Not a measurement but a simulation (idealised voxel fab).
Process module in this document: voxel self aligned vias
Section shown: cut. Width: 225 nm. Cell size: 5 nm, square.
Cross-section, as written here: a square-cell grid given band by band from the top down, where a band holds one or more rows of cells.
Each band's line starts with the height of the band's top and of its bottom, in nm. Then come its materials from left to right, each with its width in nm. One material with "throughout" fills the band from edge to edge. "empty" is empty space.
The reference from which all heights are counted is 0, the level beneath which the as-received wafer is entirely one material; the lowest band, having no lower bound, proceeds downward and is written after the example "z 0 and below".
With a width like "30->40", each row of cells in the band differs from the next by the same amount, the top row carrying the first number and the bottom row the second.
Key: "nothing was modified" - step with no changed cell in the cross-section.
Entry "Enclosed cavities". Content: empty spaces with no open connection to the top, size 8 cells or greater. Each: width x height at distance. Distance: from left edge. Unit: nm.
It should be noted that, on the line of a given step, the content following the step's settings is a remark produced by the simulator itself with respect to that step.
overlay nm: mask right of planned place by this much (step with mask). Neg. = left.

**Intended process steps**
step 1: op RECEIVE | material Si
step 2: op CONFORMAL_DEP | material SiO2 | thk nm 10
step 3: op CONFORMAL_DEP | material SiCN | thk nm 5
step 4: op DIRECTIONAL_DEP | material SiO2 | thk nm 20
step 5: op PATTERN | tone open | mask id LINES | material resist | width nm 30 | pitch nm 65 | thk nm 15 | overlay nm 0
step 6: op DIRECTIONAL_ETCH | etch materials SiO2 | depth nm 20
step 7: op STRIP | etch materials resist
step 8: op CONFORMAL_DEP | material TiN | thk nm 5
step 9: op FILL_DEP | material Ru | thk nm 10
step 10: op CMP | height nm 30
step 11: op SELECTIVE_ETCH | etch materials W Ru TiN | depth nm 5
step 12: op FILL_DEP | material SiN | thk nm 5
step 13: op CMP | height nm 35
step 14: op DIRECTIONAL_DEP | material SiO2 | thk nm 15
step 15: op PATTERN | tone open | mask id VIAS | material resist | width nm 40 | pitch nm 65 | thk nm 15 | overlay nm 0
step 16: op DIRECTIONAL_ETCH | etch materials SiO2 | depth nm 15
step 17: op DIRECTIONAL_ETCH | etch materials SiN | depth nm 5
step 18: op STRIP | etch materials resist
step 19: op CONFORMAL_DEP | material TiN | thk nm 5
step 20: op FILL_DEP | material Cu | thk nm 5
step 21: op CMP | height nm 50
step 22: op CONFORMAL_DEP | material SiCN | thk nm 5
Wafer-to-wafer difference: height nm, step 10. Common start. Plan = first wafer's value.

**Incoming state of the first of several wafers in cross-section: after step 1**
  z 0 and below  Si throughout
  Enclosed cavities: none

**Cross-sectional representation of the first of several wafers at the end of the module, i.e. after its terminal step, step 22**
  z 55 to 50  SiCN throughout
  z 50 to 35  SiO2=25  TiN=5  Cu=30  TiN=5  SiO2=25  TiN=5  Cu=30  TiN=5  SiO2=25  TiN=5  Cu=30  TiN=5  SiO2=30
  z 35 to 30  SiN=25  TiN=40  SiN=25  TiN=40  SiN=25  TiN=40  SiN=30
  z 30 to 25  SiO2=30  SiN=30  SiO2=35  SiN=30  SiO2=35  SiN=30  SiO2=35
  z 25 to 20  SiO2=30  TiN=5  Ru=20  TiN=5  SiO2=35  TiN=5  Ru=20  TiN=5  SiO2=35  TiN=5  Ru=20  TiN=5  SiO2=35
  z 20 to 15  SiO2=30  TiN=30  SiO2=35  TiN=30  SiO2=35  TiN=30  SiO2=35
  z 15 to 10  SiCN throughout
  z 10 to 0  SiO2 throughout
  z 0 and below  Si throughout
  Enclosed cavities: none

**Module end, final wafer: cross-section**
  z 55 to 50  SiCN throughout
  z 50 to 40  SiO2=25  TiN=5  Cu=30  TiN=5  SiO2=25  TiN=5  Cu=30  TiN=5  SiO2=25  TiN=5  Cu=30  TiN=5  SiO2=30
  z 40 to 35  SiO2=25  TiN=40  SiO2=25  TiN=40  SiO2=25  TiN=40  SiO2=30
  z 35 to 20  SiO2=30  TiN=5  Ru=20  TiN=5  SiO2=35  TiN=5  Ru=20  TiN=5  SiO2=35  TiN=5  Ru=20  TiN=5  SiO2=35
  z 20 to 15  SiO2=30  TiN=30  SiO2=35  TiN=30  SiO2=35  TiN=30  SiO2=35
  z 15 to 10  SiCN throughout
  z 10 to 0  SiO2 throughout
  z 0 and below  Si throughout
  Enclosed cavities: none

**Every row in this table is a wafer at the end of the module, and it gives, for each of the materials, the cells that wafer has gained (+) or lost (-) since it was received, then its closed voids**
height nm 30; +54 Cu; +12 Ru; +90 SiCN; +39 SiN; +234 SiO2; +66 TiN; Enclosed cavities: none
height nm 35; +48 Cu; +24 Ru; +90 SiCN; +261 SiO2; +72 TiN; Enclosed cavities: none
height nm 40; +36 Cu; +36 Ru; +90 SiCN; +261 SiO2; +72 TiN; Enclosed cavities: none
height nm 45; +36 Cu; +36 Ru; +90 SiCN; +261 SiO2; +72 TiN; Enclosed cavities: none
height nm 50; +36 Cu; +36 Ru; +90 SiCN; +261 SiO2; +72 TiN; Enclosed cavities: none
